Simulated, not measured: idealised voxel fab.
The process module presented herein is designated voxel ribs on slabs.
For reference, the cross-section in this document is cut, with width 140 nm and square cells of 5 nm.
Cross-section layout: square cells on a grid; listed as bands, top to bottom; a band spans one or more cell rows. A band entry consists of two parts. The first gives the height of the band's top and the height of its bottom, in nm. The rest lists the band's materials from left to right, each with its width in nm. A single material labelled with the word "throughout" fills the band from edge to edge, and the word "air" marks empty space. A quick word on heights: they are counted from 0, and under that level the wafer as it came to us is one material throughout. The lowest band is different from the rest in having no bottom; it simply continues downward, written as in "0..down". The notation "30 to 40" denotes a width that varies across the rows of cells in the band, beginning at the first number in the top row, finishing at the second number in the bottom row, and changing by an identical amount from each row to the next. Take "identical to before" at face value: in the step it is given for, the cross-section changed in none of its cells. If an empty space has no open way to the top and is at least 8 cells in size, "Closed empty spaces" lists it, written width x height at distance, where distance is measured from the left edge and every value is in nm. after a step's settings: what the simulator itself notes on the step. overlay nm, on a step with a mask: how far to the right of its planned place the mask lay; to the left if negative.
[These are the steps we planned for the process]
- 1: op RECEIVE | material Si
- 2: op DIRECTIONAL_DEP | material SiO2 | thk nm 20
- 3: op DIRECTIONAL_DEP | material polySi | thk nm 20
- 4: op PATTERN | tone cover | mask id RIB | material resist | width nm 30 | thk nm 20 | overlay nm 0
- 5: op DIRECTIONAL_ETCH | etch materials polySi | depth nm 15
- 6: op STRIP | etch materials resist
- 7: op DIRECTIONAL_DEP | material aC | thk nm 15
- 8: op PATTERN | tone cover | mask id SLAB | material resist | width nm 60 | thk nm 35 | overlay nm 0
- 9: op DIRECTIONAL_ETCH | etch materials aC | depth nm 15
- 10: op STRIP | etch materials resist
- 11: op DIRECTIONAL_ETCH | etch materials polySi | depth nm 5
- 12: op STRIP | etch materials aC
- 13: op FILL_DEP | material SiO2 | thk nm 15
- 14: op CMP | height nm 50
- 15: op DIRECTIONAL_DEP | material TiN | thk nm 5
- 16: op MASKED_ETCH | tone cover | mask id HEATER | width nm 40 | etch materials TiN | depth nm 5 | overlay nm 0
- 17: op CONFORMAL_DEP | material SiO2 | thk nm 5
[Incoming wafer in cross-section (state: after step 1)]
	0..down: Si throughout
	Closed empty spaces: none
[Look at the cross-section after the module: the wafer started out the way shown above and the plan was the one shown above, yet one mistake was made along the way]
	60..55: air 45 nm  SiO2 50 nm  air 45 nm
	55..50: SiO2 50 nm  TiN 40 nm  SiO2 50 nm
	50..40: SiO2 55 to 40 nm  polySi 30 to 60 nm  SiO2 55 to 40 nm
	40..20: polySi throughout
	20..0: SiO2 throughout
	0..down: Si throughout
	Closed empty spaces: none
What was the processing mistake? twice over, step 3 of the plan was run
